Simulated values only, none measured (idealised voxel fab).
process module | voxel self aligned contacts
cross-section cut | 210 nm wide | cells 5 nm
A cross-section is a grid of square cells, given in bands from the top down. A band is one or more rows of cells.
Each band's line starts with the height of the band's top and of its bottom, in nm. Then come its materials from left to right, each with its width in nm. One material with "throughout" fills the band from edge to edge. "air" is empty space.
Height 0 is the level under which the wafer as received is all one material. The lowest band goes on downwards, as in "0 down".
A width such as "30 to 40" changes by the same amount from each row of cells to the next, from the band's top row to its bottom row.
"no change" after a step means that no cell of the cross-section changed.
closed voids: empty space of 8 cells or more with no open way to the top, each as width x height at its distance from the left edge, in nm
after a step's settings: what the simulator itself notes on the step
overlay nm, on a step with a mask: how far to the right of its planned place the mask lay; to the left if negative
plan
1 op RECEIVE | material Si
2 op OXIDIZE | depth nm 5
3 op DIRECTIONAL_DEP | material polySi | thk nm 30
4 op DIRECTIONAL_DEP | material SiN | thk nm 15
5 op DIRECTIONAL_DEP | material aC | thk nm 10
6 op PATTERN | tone cover | mask id GATE | material resist | width nm 25 | pitch nm 55 | thk nm 25 | overlay nm 0
7 op DIRECTIONAL_ETCH | etch materials aC | depth nm 10
8 op STRIP | etch materials resist
9 op DIRECTIONAL_ETCH | etch materials SiN | depth nm 15
10 op DIRECTIONAL_ETCH | etch materials polySi | depth nm 30
11 op STRIP | etch materials aC
12 op CONFORMAL_DEP | material SiN | thk nm 5
13 op DIRECTIONAL_ETCH | etch materials SiN | depth nm 5
14 op FILL_DEP | material SiO2 | thk nm 15
15 op CMP | height nm 55
16 op PATTERN | tone open | mask id CONTACT | material resist | width nm 40 | pitch nm 55 | thk nm 20 | overlay nm 0
17 op DIRECTIONAL_ETCH | etch materials SiO2 | depth nm 60
18 op STRIP | etch materials resist
19 op CONFORMAL_DEP | material TiN | thk nm 5
20 op FILL_DEP | material Ru | thk nm 10
21 op CMP | height nm 55
22 op CONFORMAL_DEP | material SiN | thk nm 5
as received, after step 1
  0 down: Si throughout
  closed voids: none
first wafer at the end, as planned
  60 to 55: SiN throughout
  55 to 45: SiO2 55 | TiN 5 to 15 | Ru 30 to 10 | TiN 5 to 15 | SiO2 15 | TiN 5 to 15 | Ru 30 to 10 | TiN 5 to 15 | SiO2 60
  45 to 30: SiO2 30 | SiN 35 | TiN 5 | Ru 10 | TiN 5 | SiN 35 | TiN 5 | Ru 10 | TiN 5 | SiN 35 | SiO2 35
  30 to 0: SiO2 30 | SiN 5 | polySi 25 | SiN 5 | TiN 5 | Ru 10 | TiN 5 | SiN 5 | polySi 25 | SiN 5 | TiN 5 | Ru 10 | TiN 5 | SiN 5 | polySi 25 | SiN 5 | SiO2 35
  0 to -5: SiO2 65 | TiN 20 | SiO2 35 | TiN 20 | SiO2 70
  -5 down: Si throughout
  closed voids: none
second wafer at the end: like start, like plan, one mistake
  60 to 55: SiN throughout
  55 to 45: SiO2 55 | TiN 5 | Ru 30 to 10 | TiN 5 to 25 | SiO2 15 | TiN 5 | Ru 30 to 10 | TiN 5 to 25 | SiO2 60
  45 to 30: SiO2 20 | SiN 35 | TiN 5 | Ru 10 | TiN 5 | SiN 35 | TiN 5 | Ru 10 | TiN 5 | SiN 35 | SiO2 45
  30 to 0: SiO2 20 | SiN 5 | polySi 25 | SiN 5 | TiN 5 | Ru 10 | TiN 5 | SiN 5 | polySi 25 | SiN 5 | TiN 5 | Ru 10 | TiN 5 | SiN 5 | polySi 25 | SiN 5 | SiO2 45
  0 to -5: SiO2 55 | TiN 20 | SiO2 35 | TiN 20 | SiO2 80
  -5 down: Si throughout
  closed voids: none
what went wrong: step 6 ran as: op PATTERN | tone cover | mask id GATE | material resist | width nm 25 | pitch nm 55 | thk nm 25 | overlay nm -10
at the end the second wafer has, in cells: as many of each material as the first, in other places
